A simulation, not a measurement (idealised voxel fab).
Documented hereafter: the process module known as voxel transistor to metal.
The figure presents cross-section cut, which has a width of 180 nm and is divided into square cells with an edge length of 5 nm.
When this document writes out a cross-section, it uses a grid of square cells and lists it as bands, beginning at the top and moving down, with a band standing for one or more rows of cells. What a band's entry tells you: where the top is and where the bottom is, as heights in nm, and after that what lies inside, material by material from left to right, each with its width in nm. Empty space is written as the word "blank", and a single material marked with the word "everywhere" occupies the band from edge to edge. Where do heights start? At 0: under that level the wafer as delivered is made of one material only. And the lowest band has no floor; it just carries on downward, as in "0 and below". A two-number width, for instance "30 to 40", indicates that the width is equal to the first number in the top row of the band and to the second number in the bottom row, and that it changes by a constant amount per row of cells. Step note "everything unchanged" = no cross-section cell changed. In "Internal closed voids" the enclosed voids are listed, meaning empty spaces of 8 cells or larger without any opening to the top. The form is width x height at distance, distance from the left edge, units nm. Formally, on a step line, whatever follows the settings is a remark that the simulator itself makes on the step. You can add "overlay nm" to a step's line. For a step with a mask, it describes how far the mask lay to the right of its planned position, and a negative number describes a lay to the left. Each pair below shows a cross-section before one step and the cross-section after it, down to the lowest band that changed. The line under each pair gives the step between them, with its settings. The pairs can come from different runs of this module on the same starting wafer, so a pair continues from the pair above only where its "Snapshot before" says so.

Snapshot before
    140 down to 130  40 nm aC, 15 nm blank, 65 nm aC, 15 nm blank, 45 nm aC
    130 down to 95  40 nm SiO2, 15 nm blank, 65 nm SiO2, 15 nm blank, 45 nm SiO2
    95 down to 90  SiCN everywhere
    90 down to 80  W everywhere
    80 down to 75  45 nm TiN, 5 nm W, 75 nm TiN, 5 nm W, 50 nm TiN
    75 down to 50  40 nm lowk, 5 nm TiN, 5 nm W, 5 nm TiN, 65 nm lowk, 5 nm TiN, 5 nm W, 5 nm TiN, 45 nm lowk
    50 down to 45  40 nm SiCN, 15 nm TiN, 65 nm SiCN, 15 nm TiN, 45 nm SiCN
    45 down to 35  40 nm SiO2, 5 nm TiN, 20 nm W, 5 nm TiN, 35 nm SiO2, 5 nm TiN, 20 nm W, 5 nm TiN, 45 nm SiO2
    35 down to 30  40 nm SiO2, 5 nm TiN, 15 nm W, 10 nm TiN, 35 nm SiO2, 10 nm TiN, 15 nm W, 5 nm TiN, 45 nm SiO2
    30 down to 20  40 nm SiO2, 5 nm TiN, 15 nm W, 5 nm TiN, 10 nm SiN, 25 nm SiCN, 10 nm SiN, 5 nm TiN, 15 nm W, 5 nm TiN, 45 nm SiO2
    20 down to 10  40 nm SiO2, 5 nm TiN, 15 nm W, 5 nm TiN, 10 nm SiN, 25 nm polySi, 10 nm SiN, 5 nm TiN, 15 nm W, 5 nm TiN, 45 nm SiO2
    10 down to 5  40 nm SiO2, 25 nm TiN, 10 nm SiN, 25 nm polySi, 10 nm SiN, 25 nm TiN, 45 nm SiO2
    5 down to 0  30 nm SiO2, 10 nm SiN, 10 nm nSi, 5 nm TiN, 10 nm nSi, 10 nm SiN, 25 nm polySi, 10 nm SiN, 10 nm nSi, 5 nm TiN, 10 nm nSi, 10 nm SiN, 35 nm SiO2
    0 down to -5  40 nm SiO2, 10 nm nSi, 5 nm TiN, 10 nm nSi, 45 nm SiO2, 10 nm nSi, 5 nm TiN, 10 nm nSi, 45 nm SiO2
    -5 down to -15  35 nm SiO2, 5 nm Si, 25 nm nSi, 45 nm Si, 25 nm nSi, 5 nm Si, 40 nm SiO2
    -15 down to -35  35 nm SiO2, 105 nm Si, 40 nm SiO2
    -35 and below  Si everywhere
    Internal closed voids: none

Section, Post-Step
    140 down to 130  40 nm aC, 15 nm blank, 65 nm aC, 15 nm blank, 45 nm aC
    130 down to 95  40 nm SiO2, 15 nm blank, 65 nm SiO2, 15 nm blank, 45 nm SiO2
    95 down to 90  40 nm SiCN, 15 nm blank, 65 nm SiCN, 15 nm blank, 45 nm SiCN
    below 90: unchanged
    Internal closed voids: none
Step lying between the two cross-sections just above: DIRECTIONAL_ETCH (etch materials SiCN; depth nm 5)

Snapshot before: This step starts from the configuration shown after the step in the pair immediately above.

Section, Post-Step
    130 down to 95  40 nm SiO2, 15 nm blank, 65 nm SiO2, 15 nm blank, 45 nm SiO2
    below 95: unchanged
    Internal closed voids: none
Step lying between the two cross-sections just above: STRIP (etch materials aC)

Snapshot before: This step starts from the configuration shown after the step in the pair immediately above.

Section, Post-Step
    135 down to 130  45 nm TiN, 5 nm blank, 75 nm TiN, 5 nm blank, 50 nm TiN
    130 down to 95  40 nm SiO2, 5 nm TiN, 5 nm blank, 5 nm TiN, 65 nm SiO2, 5 nm TiN, 5 nm blank, 5 nm TiN, 45 nm SiO2
    95 down to 90  40 nm SiCN, 15 nm TiN, 65 nm SiCN, 15 nm TiN, 45 nm SiCN
    below 90: unchanged
    Internal closed voids: none
Step lying between the two cross-sections just above: CONFORMAL_DEP (material TiN; thk nm 5)

Snapshot before: This step starts from the configuration shown after the step in the pair immediately above.

Section, Post-Step
    145 down to 135  Cu everywhere
    135 down to 130  45 nm TiN, 5 nm Cu, 75 nm TiN, 5 nm Cu, 50 nm TiN
    130 down to 95  40 nm SiO2, 5 nm TiN, 5 nm Cu, 5 nm TiN, 65 nm SiO2, 5 nm TiN, 5 nm Cu, 5 nm TiN, 45 nm SiO2
    below 95: unchanged
    Internal closed voids: none
Step lying between the two cross-sections just above: FILL_DEP (material Cu; thk nm 10)

Snapshot before: This step starts from the configuration shown after the step in the pair immediately above.

Section, Post-Step
    115 down to 95  40 nm SiO2, 5 nm TiN, 5 nm Cu, 5 nm TiN, 65 nm SiO2, 5 nm TiN, 5 nm Cu, 5 nm TiN, 45 nm SiO2
    below 95: unchanged
    Internal closed voids: none
Step lying between the two cross-sections just above: CMP (height nm 115)

Snapshot before: This step starts from the configuration shown after the step in the pair immediately above.

Section, Post-Step
    120 down to 115  SiCN everywhere
    below 115: unchanged
    Internal closed voids: none
Step lying between the two cross-sections just above: CONFORMAL_DEP (material SiCN; thk nm 5)

Snapshot before
    45 down to 30  SiO2 everywhere
    30 down to 20  65 nm SiO2, 10 nm SiN, 25 nm SiCN, 10 nm SiN, 70 nm SiO2
    20 down to 5  65 nm SiO2, 10 nm SiN, 25 nm polySi, 10 nm SiN, 70 nm SiO2
    5 down to 0  30 nm SiO2, 10 nm SiN, 10 nm nSi, 5 nm SiO2, 10 nm nSi, 10 nm SiN, 25 nm polySi, 10 nm SiN, 10 nm nSi, 5 nm SiO2, 10 nm nSi, 10 nm SiN, 35 nm SiO2
    0 down to -5  40 nm SiO2, 10 nm nSi, 5 nm SiO2, 10 nm nSi, 45 nm SiO2, 10 nm nSi, 5 nm SiO2, 10 nm nSi, 45 nm SiO2
    -5 down to -15  35 nm SiO2, 5 nm Si, 25 nm nSi, 45 nm Si, 25 nm nSi, 5 nm Si, 40 nm SiO2
    -15 down to -35  35 nm SiO2, 105 nm Si, 40 nm SiO2
    -35 and below  Si everywhere
    Internal closed voids: none

Section, Post-Step
    60 down to 30  SiO2 everywhere
    below 30: unchanged
    Internal closed voids: none
Step lying between the two cross-sections just above: DIRECTIONAL_DEP (material SiO2; thk nm 15)

Snapshot before: This step starts from the configuration shown after the step in the pair immediately above.

Section, Post-Step
    75 down to 60  40 nm resist, 30 nm blank, 35 nm resist, 30 nm blank, 45 nm resist
    below 60: unchanged
    Internal closed voids: none
Step lying between the two cross-sections just above: PATTERN (tone open; mask id CONTACT; material resist; width nm 30; pitch nm 65; thk nm 15; overlay nm 0)

Snapshot before: This step starts from the configuration shown after the step in the pair immediately above.

Section, Post-Step
    75 down to 60  40 nm resist, 30 nm blank, 35 nm resist, 30 nm blank, 45 nm resist
    60 down to 30  40 nm SiO2, 30 nm blank, 35 nm SiO2, 30 nm blank, 45 nm SiO2
    30 down to 20  40 nm SiO2, 25 nm blank, 10 nm SiN, 25 nm SiCN, 10 nm SiN, 25 nm blank, 45 nm SiO2
    20 down to 10  40 nm SiO2, 25 nm blank, 10 nm SiN, 25 nm polySi, 10 nm SiN, 25 nm blank, 45 nm SiO2
    below 10: unchanged
    Internal closed voids: none
Step lying between the two cross-sections just above: DIRECTIONAL_ETCH (etch materials SiO2; depth nm 50)

Snapshot before: This step starts from the configuration shown after the step in the pair immediately above.

Section, Post-Step
    60 down to 30  40 nm SiO2, 30 nm blank, 35 nm SiO2, 30 nm blank, 45 nm SiO2
    below 30: unchanged
    Internal closed voids: none
Step lying between the two cross-sections just above: STRIP (etch materials resist)

Snapshot before: This step starts from the configuration shown after the step in the pair immediately above.

Section, Post-Step
    65 down to 60  45 nm TiN, 20 nm blank, 45 nm TiN, 20 nm blank, 50 nm TiN
    60 down to 35  40 nm SiO2, 5 nm TiN, 20 nm blank, 5 nm TiN, 35 nm SiO2, 5 nm TiN, 20 nm blank, 5 nm TiN, 45 nm SiO2
    35 down to 30  40 nm SiO2, 5 nm TiN, 15 nm blank, 10 nm TiN, 35 nm SiO2, 10 nm TiN, 15 nm blank, 5 nm TiN, 45 nm SiO2
    30 down to 20  40 nm SiO2, 5 nm TiN, 15 nm blank, 5 nm TiN, 10 nm SiN, 25 nm SiCN, 10 nm SiN, 5 nm TiN, 15 nm blank, 5 nm TiN, 45 nm SiO2
    20 down to 15  40 nm SiO2, 5 nm TiN, 15 nm blank, 5 nm TiN, 10 nm SiN, 25 nm polySi, 10 nm SiN, 5 nm TiN, 15 nm blank, 5 nm TiN, 45 nm SiO2
    15 down to 10  40 nm SiO2, 25 nm TiN, 10 nm SiN, 25 nm polySi, 10 nm SiN, 25 nm TiN, 45 nm SiO2
    below 10: unchanged
    Internal closed voids: none
Step lying between the two cross-sections just above: CONFORMAL_DEP (material TiN; thk nm 5)

Snapshot before: This step starts from the configuration shown after the step in the pair immediately above.

Section, Post-Step
    70 down to 65  W everywhere
    65 down to 60  45 nm TiN, 20 nm W, 45 nm TiN, 20 nm W, 50 nm TiN
    60 down to 35  40 nm SiO2, 5 nm TiN, 20 nm W, 5 nm TiN, 35 nm SiO2, 5 nm TiN, 20 nm W, 5 nm TiN, 45 nm SiO2
    35 down to 30  40 nm SiO2, 5 nm TiN, 15 nm W, 10 nm TiN, 35 nm SiO2, 10 nm TiN, 15 nm W, 5 nm TiN, 45 nm SiO2
    30 down to 20  40 nm SiO2, 5 nm TiN, 15 nm W, 5 nm TiN, 10 nm SiN, 25 nm SiCN, 10 nm SiN, 5 nm TiN, 15 nm W, 5 nm TiN, 45 nm SiO2
    20 down to 15  40 nm SiO2, 5 nm TiN, 15 nm W, 5 nm TiN, 10 nm SiN, 25 nm polySi, 10 nm SiN, 5 nm TiN, 15 nm W, 5 nm TiN, 45 nm SiO2
    below 15: unchanged
    Internal closed voids: none
Step lying between the two cross-sections just above: FILL_DEP (material W; thk nm 5)

Snapshot before: This step starts from the configuration shown after the step in the pair immediately above.

Section, Post-Step
    45 down to 35  40 nm SiO2, 5 nm TiN, 20 nm W, 5 nm TiN, 35 nm SiO2, 5 nm TiN, 20 nm W, 5 nm TiN, 45 nm SiO2
    below 35: unchanged
    Internal closed voids: none
Step lying between the two cross-sections just above: CMP (height nm 45)

Snapshot before: This step starts from the configuration shown after the step in the pair immediately above.

Section, Post-Step
    50 down to 45  SiCN everywhere
    below 45: unchanged
    Internal closed voids: none
Step lying between the two cross-sections just above: CONFORMAL_DEP (material SiCN; thk nm 5)

Snapshot before: This step starts from the configuration shown after the step in the pair immediately above.

Section, Post-Step
    75 down to 50  lowk everywhere
    below 50: unchanged
    Internal closed voids: none
Step lying between the two cross-sections just above: DIRECTIONAL_DEP (material lowk; thk nm 25)

Snapshot before: This step starts from the configuration shown after the step in the pair immediately above.

Section, Post-Step
    95 down to 75  40 nm resist, 15 nm blank, 65 nm resist, 15 nm blank, 45 nm resist
    below 75: unchanged
    Internal closed voids: none
Step lying between the two cross-sections just above: PATTERN (tone open; mask id METAL_1; material resist; width nm 15; pitch nm 80; thk nm 20; overlay nm 0)

Snapshot before: This step starts from the configuration shown after the step in the pair immediately above.

Section, Post-Step
    95 down to 75  40 nm resist, 15 nm blank, 65 nm resist, 15 nm blank, 45 nm resist
    75 down to 50  40 nm lowk, 15 nm blank, 65 nm lowk, 15 nm blank, 45 nm lowk
    below 50: unchanged
    Internal closed voids: none
Step lying between the two cross-sections just above: DIRECTIONAL_ETCH (etch materials lowk; depth nm 25)

Snapshot before: This step starts from the configuration shown after the step in the pair immediately above.

Section, Post-Step
    95 down to 75  40 nm resist, 15 nm blank, 65 nm resist, 15 nm blank, 45 nm resist
    75 down to 50  40 nm lowk, 15 nm blank, 65 nm lowk, 15 nm blank, 45 nm lowk
    50 down to 45  40 nm SiCN, 15 nm blank, 65 nm SiCN, 15 nm blank, 45 nm SiCN
    below 45: unchanged
    Internal closed voids: none
Step lying between the two cross-sections just above: DIRECTIONAL_ETCH (etch materials SiCN; depth nm 5)

Snapshot before: This step starts from the configuration shown after the step in the pair immediately above.

Section, Post-Step
    75 down to 50  40 nm lowk, 15 nm blank, 65 nm lowk, 15 nm blank, 45 nm lowk
    below 50: unchanged
    Internal closed voids: none
Step lying between the two cross-sections just above: STRIP (etch materials resist)

Snapshot before: This step starts from the configuration shown after the step in the pair immediately above.

Section, Post-Step
    80 down to 75  45 nm TiN, 5 nm blank, 75 nm TiN, 5 nm blank, 50 nm TiN
    75 down to 50  40 nm lowk, 5 nm TiN, 5 nm blank, 5 nm TiN, 65 nm lowk, 5 nm TiN, 5 nm blank, 5 nm TiN, 45 nm lowk
    50 down to 45  40 nm SiCN, 15 nm TiN, 65 nm SiCN, 15 nm TiN, 45 nm SiCN
    below 45: unchanged
    Internal closed voids: none
Step lying between the two cross-sections just above: CONFORMAL_DEP (material TiN; thk nm 5)

Snapshot before: This step starts from the configuration shown after the step in the pair immediately above.

Section, Post-Step
    90 down to 80  W everywhere
    80 down to 75  45 nm TiN, 5 nm W, 75 nm TiN, 5 nm W, 50 nm TiN
    75 down to 50  40 nm lowk, 5 nm TiN, 5 nm W, 5 nm TiN, 65 nm lowk, 5 nm TiN, 5 nm W, 5 nm TiN, 45 nm lowk
    below 50: unchanged
    Internal closed voids: none
Step lying between the two cross-sections just above: FILL_DEP (material W; thk nm 10)

Snapshot before: This step starts from the configuration shown after the step in the pair immediately above.

Section, Post-Step
    75 down to 50  40 nm lowk, 5 nm TiN, 5 nm W, 5 nm TiN, 65 nm lowk, 5 nm TiN, 5 nm W, 5 nm TiN, 45 nm lowk
    below 50: unchanged
    Internal closed voids: none
Step lying between the two cross-sections just above: CMP (height nm 75)

Snapshot before: This step starts from the configuration shown after the step in the pair immediately above.

Section, Post-Step
    80 down to 75  SiCN everywhere
    below 75: unchanged
    Internal closed voids: none
Step lying between the two cross-sections just above: CONFORMAL_DEP (material SiCN; thk nm 5)

Snapshot before: This step starts from the configuration shown after the step in the pair immediately above.

Section, Post-Step
    115 down to 80  SiO2 everywhere
    below 80: unchanged
    Internal closed voids: none
Step lying between the two cross-sections just above: DIRECTIONAL_DEP (material SiO2; thk nm 35)

Snapshot before: This step starts from the configuration shown after the step in the pair immediately above.

Section, Post-Step
    115 down to 95  40 nm SiO2, 15 nm blank, 65 nm SiO2, 15 nm blank, 45 nm SiO2
    below 95: unchanged
    Internal closed voids: none
Step lying between the two cross-sections just above: MASKED_ETCH (tone open; mask id METAL_2; width nm 15; pitch nm 80; etch materials SiO2; depth nm 20; overlay nm 0)

Snapshot before: This step starts from the configuration shown after the step in the pair immediately above.

Section, Post-Step
    125 down to 115  40 nm aC, 15 nm blank, 65 nm aC, 15 nm blank, 45 nm aC
    115 down to 105  40 nm SiO2, 15 nm blank, 65 nm SiO2, 15 nm blank, 45 nm SiO2
    105 down to 95  40 nm SiO2, 15 nm aC, 65 nm SiO2, 15 nm aC, 45 nm SiO2
    below 95: unchanged
    Internal closed voids: none
Step lying between the two cross-sections just above: DIRECTIONAL_DEP (material aC; thk nm 10)

Snapshot before: This step starts from the configuration shown after the step in the pair immediately above.

Section, Post-Step
    150 down to 125  40 nm resist, 15 nm blank, 65 nm resist, 15 nm blank, 45 nm resist
    below 125: unchanged
    Internal closed voids: none
Step lying between the two cross-sections just above: PATTERN (tone open; mask id METAL_2_HOLES; material resist; width nm 15; pitch nm 80; thk nm 25; overlay nm 0)

Snapshot before: This step starts from the configuration shown after the step in the pair immediately above.

Section, Post-Step
    140 down to 125  40 nm resist, 15 nm blank, 65 nm resist, 15 nm blank, 45 nm resist
    125 down to 115  40 nm aC, 15 nm blank, 65 nm aC, 15 nm blank, 45 nm aC
    115 down to 95  40 nm SiO2, 15 nm blank, 65 nm SiO2, 15 nm blank, 45 nm SiO2
    below 95: unchanged
    Internal closed voids: none
Step lying between the two cross-sections just above: DIRECTIONAL_ETCH (etch materials aC; depth nm 10)

Snapshot before: This step starts from the configuration shown after the step in the pair immediately above.

Section, Post-Step
    125 down to 115  40 nm aC, 15 nm blank, 65 nm aC, 15 nm blank, 45 nm aC
    below 115: unchanged
    Internal closed voids: none
Step lying between the two cross-sections just above: STRIP (etch materials resist)

Snapshot before: This step starts from the configuration shown after the step in the pair immediately above.

Section, Post-Step
    125 down to 115  40 nm aC, 15 nm blank, 65 nm aC, 15 nm blank, 45 nm aC
    115 down to 80  40 nm SiO2, 15 nm blank, 65 nm SiO2, 15 nm blank, 45 nm SiO2
    below 80: unchanged
    Internal closed voids: none
Step lying between the two cross-sections just above: DIRECTIONAL_ETCH (etch materials SiO2; depth nm 15)

Snapshot before: This step starts from the configuration shown after the step in the pair immediately above.

Section, Post-Step
    125 down to 115  40 nm aC, 15 nm blank, 65 nm aC, 15 nm blank, 45 nm aC
    115 down to 80  40 nm SiO2, 15 nm blank, 65 nm SiO2, 15 nm blank, 45 nm SiO2
    80 down to 75  40 nm SiCN, 15 nm blank, 65 nm SiCN, 15 nm blank, 45 nm SiCN
    below 75: unchanged
    Internal closed voids: none
Step lying between the two cross-sections just above: DIRECTIONAL_ETCH (etch materials SiCN; depth nm 5)

Snapshot before: This step starts from the configuration shown after the step in the pair immediately above.

Section, Post-Step
    115 down to 80  40 nm SiO2, 15 nm blank, 65 nm SiO2, 15 nm blank, 45 nm SiO2
    below 80: unchanged
    Internal closed voids: none
Step lying between the two cross-sections just above: STRIP (etch materials aC)

Snapshot before: This step starts from the configuration shown after the step in the pair immediately above.

Section, Post-Step
    120 down to 115  45 nm TiN, 5 nm blank, 75 nm TiN, 5 nm blank, 50 nm TiN
    115 down to 80  40 nm SiO2, 5 nm TiN, 5 nm blank, 5 nm TiN, 65 nm SiO2, 5 nm TiN, 5 nm blank, 5 nm TiN, 45 nm SiO2
    80 down to 75  40 nm SiCN, 15 nm TiN, 65 nm SiCN, 15 nm TiN, 45 nm SiCN
    below 75: unchanged
    Internal closed voids: none
Step lying between the two cross-sections just above: CONFORMAL_DEP (material TiN; thk nm 5)

Snapshot before: This step starts from the configuration shown after the step in the pair immediately above.

Section, Post-Step
    130 down to 120  Cu everywhere
    120 down to 115  45 nm TiN, 5 nm Cu, 75 nm TiN, 5 nm Cu, 50 nm TiN
    115 down to 80  40 nm SiO2, 5 nm TiN, 5 nm Cu, 5 nm TiN, 65 nm SiO2, 5 nm TiN, 5 nm Cu, 5 nm TiN, 45 nm SiO2
    below 80: unchanged
    Internal closed voids: none
Step lying between the two cross-sections just above: FILL_DEP (material Cu; thk nm 10)

Snapshot before: This step starts from the configuration shown after the step in the pair immediately above.

Section, Post-Step
    115 down to 80  40 nm SiO2, 5 nm TiN, 5 nm Cu, 5 nm TiN, 65 nm SiO2, 5 nm TiN, 5 nm Cu, 5 nm TiN, 45 nm SiO2
    below 80: unchanged
    Internal closed voids: none
Step lying between the two cross-sections just above: CMP (height nm 115)

Snapshot before: This step starts from the configuration shown after the step in the pair immediately above.

Section, Post-Step
    120 down to 115  SiCN everywhere
    below 115: unchanged
    Internal closed voids: none
Step lying between the two cross-sections just above: CONFORMAL_DEP (material SiCN; thk nm 5)

Snapshot before
    75 down to 50  40 nm lowk, 5 nm TiN, 5 nm W, 5 nm TiN, 65 nm lowk, 5 nm TiN, 5 nm W, 5 nm TiN, 45 nm lowk
    50 down to 45  40 nm SiCN, 15 nm TiN, 65 nm SiCN, 15 nm TiN, 45 nm SiCN
    45 down to 35  40 nm SiO2, 5 nm TiN, 20 nm W, 5 nm TiN, 35 nm SiO2, 5 nm TiN, 20 nm W, 5 nm TiN, 45 nm SiO2
    35 down to 30  40 nm SiO2, 5 nm TiN, 15 nm W, 10 nm TiN, 35 nm SiO2, 10 nm TiN, 15 nm W, 5 nm TiN, 45 nm SiO2
    30 down to 20  40 nm SiO2, 5 nm TiN, 15 nm W, 5 nm TiN, 10 nm SiN, 25 nm SiCN, 10 nm SiN, 5 nm TiN, 15 nm W, 5 nm TiN, 45 nm SiO2
    20 down to 10  40 nm SiO2, 5 nm TiN, 15 nm W, 5 nm TiN, 10 nm SiN, 25 nm polySi, 10 nm SiN, 5 nm TiN, 15 nm W, 5 nm TiN, 45 nm SiO2
    10 down to 5  40 nm SiO2, 25 nm TiN, 10 nm SiN, 25 nm polySi, 10 nm SiN, 25 nm TiN, 45 nm SiO2
    5 down to 0  30 nm SiO2, 10 nm SiN, 10 nm nSi, 5 nm TiN, 10 nm nSi, 10 nm SiN, 25 nm polySi, 10 nm SiN, 10 nm nSi, 5 nm TiN, 10 nm nSi, 10 nm SiN, 35 nm SiO2
    0 down to -5  40 nm SiO2, 10 nm nSi, 5 nm TiN, 10 nm nSi, 45 nm SiO2, 10 nm nSi, 5 nm TiN, 10 nm nSi, 45 nm SiO2
    -5 down to -15  35 nm SiO2, 5 nm Si, 25 nm nSi, 45 nm Si, 25 nm nSi, 5 nm Si, 40 nm SiO2
    -15 down to -35  35 nm SiO2, 105 nm Si, 40 nm SiO2
    -35 and below  Si everywhere
    Internal closed voids: none

Section, Post-Step
    110 down to 75  SiO2 everywhere
    below 75: unchanged
    Internal closed voids: none
Step lying between the two cross-sections just above: DIRECTIONAL_DEP (material SiO2; thk nm 35)

Snapshot before: This step starts from the configuration shown after the step in the pair immediately above.

Section, Post-Step
    115 down to 110  SiCN everywhere
    below 110: unchanged
    Internal closed voids: none
Step lying between the two cross-sections just above: CONFORMAL_DEP (material SiCN; thk nm 5)

Snapshot before: This step starts from the configuration shown after the step in the pair immediately above.

Section, Post-Step
    125 down to 115  aC everywhere
    below 115: unchanged
    Internal closed voids: none
Step lying between the two cross-sections just above: DIRECTIONAL_DEP (material aC; thk nm 10)

Snapshot before: This step starts from the configuration shown after the step in the pair immediately above.

Section, Post-Step
    150 down to 125  40 nm resist, 15 nm blank, 65 nm resist, 15 nm blank, 45 nm resist
    below 125: unchanged
    Internal closed voids: none
Step lying between the two cross-sections just above: PATTERN (tone open; mask id METAL_2_HOLES; material resist; width nm 15; pitch nm 80; thk nm 25; overlay nm 0)

Snapshot before: This step starts from the configuration shown after the step in the pair immediately above.

Section, Post-Step
    140 down to 125  40 nm resist, 15 nm blank, 65 nm resist, 15 nm blank, 45 nm resist
    125 down to 115  40 nm aC, 15 nm blank, 65 nm aC, 15 nm blank, 45 nm aC
    below 115: unchanged
    Internal closed voids: none
Step lying between the two cross-sections just above: DIRECTIONAL_ETCH (etch materials aC; depth nm 10)

Snapshot before: This step starts from the configuration shown after the step in the pair immediately above.

Section, Post-Step
    125 down to 115  40 nm aC, 15 nm blank, 65 nm aC, 15 nm blank, 45 nm aC
    below 115: unchanged
    Internal closed voids: none
Step lying between the two cross-sections just above: STRIP (etch materials resist)

Snapshot before: This step starts from the configuration shown after the step in the pair immediately above.

Section, Post-Step
    125 down to 115  40 nm aC, 15 nm blank, 65 nm aC, 15 nm blank, 45 nm aC
    115 down to 110  40 nm SiCN, 15 nm blank, 65 nm SiCN, 15 nm blank, 45 nm SiCN
    below 110: unchanged
    Internal closed voids: none
Step lying between the two cross-sections just above: DIRECTIONAL_ETCH (etch materials SiCN; depth nm 5)

Snapshot before: This step starts from the configuration shown after the step in the pair immediately above.

Section, Post-Step
    115 down to 110  40 nm SiCN, 15 nm blank, 65 nm SiCN, 15 nm blank, 45 nm SiCN
    below 110: unchanged
    Internal closed voids: none
Step lying between the two cross-sections just above: STRIP (etch materials aC)

Snapshot before: This step starts from the configuration shown after the step in the pair immediately above.

Section, Post-Step
    120 down to 115  45 nm TiN, 5 nm blank, 75 nm TiN, 5 nm blank, 50 nm TiN
    115 down to 110  40 nm SiCN, 15 nm TiN, 65 nm SiCN, 15 nm TiN, 45 nm SiCN
    below 110: unchanged
    Internal closed voids: none
Step lying between the two cross-sections just above: CONFORMAL_DEP (material TiN; thk nm 5)

Snapshot before: This step starts from the configuration shown after the step in the pair immediately above.

Section, Post-Step
    130 down to 120  Cu everywhere
    120 down to 115  45 nm TiN, 5 nm Cu, 75 nm TiN, 5 nm Cu, 50 nm TiN
    below 115: unchanged
    Internal closed voids: none
Step lying between the two cross-sections just above: FILL_DEP (material Cu; thk nm 10)

Snapshot before: This step starts from the configuration shown after the step in the pair immediately above.

Section, Post-Step
    115 down to 110  40 nm SiCN, 15 nm TiN, 65 nm SiCN, 15 nm TiN, 45 nm SiCN
    below 110: unchanged
    Internal closed voids: none
Step lying between the two cross-sections just above: CMP (height nm 115)

Snapshot before: This step starts from the configuration shown after the step in the pair immediately above.

Section, Post-Step
    120 down to 115  SiCN everywhere
    below 115: unchanged
    Internal closed voids: none
Step lying between the two cross-sections just above: CONFORMAL_DEP (material SiCN; thk nm 5)

Snapshot before
    30 down to 20  65 nm blank, 10 nm SiN, 25 nm SiCN, 10 nm SiN, 70 nm blank
    20 down to 5  65 nm blank, 10 nm SiN, 25 nm polySi, 10 nm SiN, 70 nm blank
    5 down to 0  30 nm blank, 10 nm SiN, 25 nm blank, 10 nm SiN, 25 nm polySi, 10 nm SiN, 25 nm blank, 10 nm SiN, 35 nm blank
    0 down to -5  40 nm SiO2, 25 nm blank, 45 nm SiO2, 25 nm blank, 45 nm SiO2
    -5 down to -35  35 nm SiO2, 105 nm Si, 40 nm SiO2
    -35 and below  Si everywhere
    Internal closed voids: none

Section, Post-Step
    30 down to 20  65 nm blank, 10 nm SiN, 25 nm SiCN, 10 nm SiN, 70 nm blank
    20 down to 5  65 nm blank, 10 nm SiN, 25 nm polySi, 10 nm SiN, 70 nm blank
    5 down to 0  30 nm blank, 10 nm SiN, 25 nm blank, 10 nm SiN, 25 nm polySi, 10 nm SiN, 25 nm blank, 10 nm SiN, 35 nm blank
    0 down to -5  40 nm SiO2, 25 nm blank, 45 nm SiO2, 25 nm blank, 45 nm SiO2
    -5 down to -10  35 nm SiO2, 5 nm Si, 25 nm blank, 45 nm Si, 25 nm blank, 5 nm Si, 40 nm SiO2
    below -10: unchanged
    Internal closed voids: none
Step lying between the two cross-sections just above: DIRECTIONAL_ETCH (etch materials Si; depth nm 5)

Snapshot before: This step starts from the configuration shown after the step in the pair immediately above.

Section, Post-Step
    30 down to 20  65 nm blank, 10 nm SiN, 25 nm SiCN, 10 nm SiN, 70 nm blank
    20 down to 5  65 nm blank, 10 nm SiN, 25 nm polySi, 10 nm SiN, 70 nm blank
    5 down to 0  30 nm blank, 10 nm SiN, 10 nm nSi, 5 nm blank, 10 nm nSi, 10 nm SiN, 25 nm polySi, 10 nm SiN, 10 nm nSi, 5 nm blank, 10 nm nSi, 10 nm SiN, 35 nm blank
    0 down to -5  40 nm SiO2, 25 nm nSi, 45 nm SiO2, 25 nm nSi, 45 nm SiO2
    -5 down to -10  35 nm SiO2, 5 nm Si, 25 nm nSi, 45 nm Si, 25 nm nSi, 5 nm Si, 40 nm SiO2
    below -10: unchanged
    Internal closed voids: none
Step lying between the two cross-sections just above: EPI (material nSi; thk nm 10)

Snapshot before: This step starts from the configuration shown after the step in the pair immediately above.

Section, Post-Step
    35 down to 30  SiO2 everywhere
    30 down to 20  65 nm SiO2, 10 nm SiN, 25 nm SiCN, 10 nm SiN, 70 nm SiO2
    20 down to 5  65 nm SiO2, 10 nm SiN, 25 nm polySi, 10 nm SiN, 70 nm SiO2
    5 down to 0  30 nm SiO2, 10 nm SiN, 10 nm nSi, 5 nm SiO2, 10 nm nSi, 10 nm SiN, 25 nm polySi, 10 nm SiN, 10 nm nSi, 5 nm SiO2, 10 nm nSi, 10 nm SiN, 35 nm SiO2
    below 0: unchanged
    Internal closed voids: none
Step lying between the two cross-sections just above: FILL_DEP (material SiO2; thk nm 5)

Snapshot before: This step starts from the configuration shown after the step in the pair immediately above.

Section, Post-Step
    30 down to 20  65 nm SiO2, 10 nm SiN, 25 nm SiCN, 10 nm SiN, 70 nm SiO2
    below 20: unchanged
    Internal closed voids: none
Step lying between the two cross-sections just above: CMP (height nm 30)

Snapshot before: This step starts from the configuration shown after the step in the pair immediately above.

Section, Post-Step
    45 down to 30  SiO2 everywhere
    below 30: unchanged
    Internal closed voids: none
Step lying between the two cross-sections just above: DIRECTIONAL_DEP (material SiO2; thk nm 15)

Snapshot before: This step starts from the configuration shown after the step in the pair immediately above.

Section, Post-Step
    60 down to 45  40 nm resist, 30 nm blank, 35 nm resist, 30 nm blank, 45 nm resist
    below 45: unchanged
    Internal closed voids: none
Step lying between the two cross-sections just above: PATTERN (tone open; mask id CONTACT; material resist; width nm 30; pitch nm 65; thk nm 15; overlay nm 0)

Snapshot before: This step starts from the configuration shown after the step in the pair immediately above.

Section, Post-Step
    60 down to 45  40 nm resist, 30 nm blank, 35 nm resist, 30 nm blank, 45 nm resist
    45 down to 30  40 nm SiO2, 30 nm blank, 35 nm SiO2, 30 nm blank, 45 nm SiO2
    30 down to 20  40 nm SiO2, 25 nm blank, 10 nm SiN, 25 nm SiCN, 10 nm SiN, 25 nm blank, 45 nm SiO2
    20 down to 5  40 nm SiO2, 25 nm blank, 10 nm SiN, 25 nm polySi, 10 nm SiN, 25 nm blank, 45 nm SiO2
    5 down to 0  30 nm SiO2, 10 nm SiN, 10 nm nSi, 5 nm blank, 10 nm nSi, 10 nm SiN, 25 nm polySi, 10 nm SiN, 10 nm nSi, 5 nm blank, 10 nm nSi, 10 nm SiN, 35 nm SiO2
    below 0: unchanged
    Internal closed voids: none
Step lying between the two cross-sections just above: DIRECTIONAL_ETCH (etch materials SiO2; depth nm 50)
